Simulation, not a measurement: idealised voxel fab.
Proc. module: voxel self aligned vias
cross-section cut | 285 nm wide | cells 5 nm
Think of the cross-section as a grid of square cells. We describe it in bands, top to bottom, and each band covers one or more rows of those cells. Band: top and bottom heights (nm) first, top before bottom; then materials from left to right, widths in nm. "all across" marks a sole material filling the band edge to edge. "air" denotes empty space. Heights are reckoned from 0. Under this level, the received wafer is all of one material. The bottommost band is open-ended downward, for example "0 -> down". Graded width ("30 to 40"): value in top row of band = first number; value in bottom row = second number; row-to-row change constant. Any step labelled "remained the same" changed none of the cells in the cross-section. Heads up: "Entrapped void list" only lists the empty pockets with no open path to the top that are 8 cells or more, and it writes them as width x height at distance, distance from the left edge, in nm. after a step's settings: what the simulator itself notes on the step. overlay nm, on a step with a mask: how far to the right of its planned place the mask lay; to the left if negative.

### The planned process steps are enumerated hereunder
1) RECEIVE, material Si
2) CONFORMAL_DEP, material SiO2, thk nm 15
3) CONFORMAL_DEP, material SiCN, thk nm 5
4) DIRECTIONAL_DEP, material SiO2, thk nm 25
5) DIRECTIONAL_DEP, material aC, thk nm 10
6) PATTERN, tone open, mask id LINES, material resist, width nm 25, pitch nm 65, thk nm 25, overlay nm 0
7) DIRECTIONAL_ETCH, etch materials aC, depth nm 10
8) STRIP, etch materials resist
9) DIRECTIONAL_ETCH, etch materials SiO2, depth nm 25
10) STRIP, etch materials aC
11) CONFORMAL_DEP, material TiN, thk nm 5
12) FILL_DEP, material Ru, thk nm 5
13) CMP, height nm 45
14) SELECTIVE_ETCH, etch materials W Ru TiN, depth nm 10
15) FILL_DEP, material SiN, thk nm 10
16) CMP, height nm 45
17) DIRECTIONAL_DEP, material SiO2, thk nm 20
18) PATTERN, tone open, mask id VIAS, material resist, width nm 45, pitch nm 130, thk nm 15, overlay nm -15
19) DIRECTIONAL_ETCH, etch materials SiO2, depth nm 20
20) DIRECTIONAL_ETCH, etch materials SiN, depth nm 10
21) STRIP, etch materials resist
22) CONFORMAL_DEP, material TiN, thk nm 5
23) FILL_DEP, material Cu, thk nm 10
24) CMP, height nm 65
25) CONFORMAL_DEP, material SiCN, thk nm 5
The plan's step 18 overlay nm is the first wafer's value; the wafers differ in this setting and start identical.

### As-received cross-section, first of several wafers, post step 1
* 0 -> down = Si all across
* Entrapped void list: none

### Here's the first of several wafers in cross-section, end of the module, after the last step, step 25
* 70 -> 65 = SiCN all across
* 65 -> 50 = SiO2 (40)  TiN (5)  Cu (35)  TiN (5)  SiO2 (85)  TiN (5)  Cu (35)  TiN (5)  SiO2 (70)
* 50 -> 45 = SiO2 (40)  TiN (30)  Cu (10)  TiN (5)  SiO2 (85)  TiN (30)  Cu (10)  TiN (5)  SiO2 (70)
* 45 -> 40 = SiO2 (65)  TiN (5)  Cu (10)  TiN (5)  SiN (5)  SiO2 (40)  SiN (25)  SiO2 (40)  TiN (5)  Cu (10)  TiN (5)  SiN (5)  SiO2 (65)
* 40 -> 35 = SiO2 (65)  TiN (20)  SiN (5)  SiO2 (40)  SiN (25)  SiO2 (40)  TiN (20)  SiN (5)  SiO2 (65)
* 35 -> 25 = SiO2 (65)  TiN (5)  Ru (15)  TiN (5)  SiO2 (40)  TiN (5)  Ru (15)  TiN (5)  SiO2 (40)  TiN (5)  Ru (15)  TiN (5)  SiO2 (65)
* 25 -> 20 = SiO2 (65)  TiN (25)  SiO2 (40)  TiN (25)  SiO2 (40)  TiN (25)  SiO2 (65)
* 20 -> 15 = SiCN all across
* 15 -> 0 = SiO2 all across
* 0 -> down = Si all across
* Entrapped void list: none

### Cross-section, last wafer, module completion
* 70 -> 65 = SiCN all across
* 65 -> 50 = SiO2 (70)  TiN (5)  Cu (35)  TiN (5)  SiO2 (85)  TiN (5)  Cu (35)  TiN (5)  SiO2 (40)
* 50 -> 45 = SiO2 (70)  TiN (5)  Cu (10)  TiN (30)  SiO2 (85)  TiN (5)  Cu (10)  TiN (30)  SiO2 (40)
* 45 -> 40 = SiO2 (65)  SiN (5)  TiN (5)  Cu (10)  TiN (5)  SiO2 (40)  SiN (25)  SiO2 (40)  SiN (5)  TiN (5)  Cu (10)  TiN (5)  SiO2 (65)
* 40 -> 35 = SiO2 (65)  SiN (5)  TiN (20)  SiO2 (40)  SiN (25)  SiO2 (40)  SiN (5)  TiN (20)  SiO2 (65)
* 35 -> 25 = SiO2 (65)  TiN (5)  Ru (15)  TiN (5)  SiO2 (40)  TiN (5)  Ru (15)  TiN (5)  SiO2 (40)  TiN (5)  Ru (15)  TiN (5)  SiO2 (65)
* 25 -> 20 = SiO2 (65)  TiN (25)  SiO2 (40)  TiN (25)  SiO2 (40)  TiN (25)  SiO2 (65)
* 20 -> 15 = SiCN all across
* 15 -> 0 = SiO2 all across
* 0 -> down = Si all across
* Entrapped void list: none

### wafer rows; end of module; cells per material since receipt: (+) gained, (-) lost; then closed voids
overlay nm -15, +50 Cu, +18 Ru, +114 SiCN, +14 SiN, +537 SiO2, +65 TiN, Entrapped void list: none
overlay nm -10, +54 Cu, +18 Ru, +114 SiCN, +10 SiN, +537 SiO2, +65 TiN, Entrapped void list: none
overlay nm -5, +54 Cu, +18 Ru, +114 SiCN, +10 SiN, +537 SiO2, +65 TiN, Entrapped void list: none
overlay nm 0, +54 Cu, +18 Ru, +114 SiCN, +10 SiN, +537 SiO2, +65 TiN, Entrapped void list: none
overlay nm 5, +54 Cu, +18 Ru, +114 SiCN, +10 SiN, +537 SiO2, +65 TiN, Entrapped void list: none
overlay nm 10, +54 Cu, +18 Ru, +114 SiCN, +10 SiN, +537 SiO2, +65 TiN, Entrapped void list: none
overlay nm 15, +50 Cu, +18 Ru, +114 SiCN, +14 SiN, +537 SiO2, +65 TiN, Entrapped void list: none
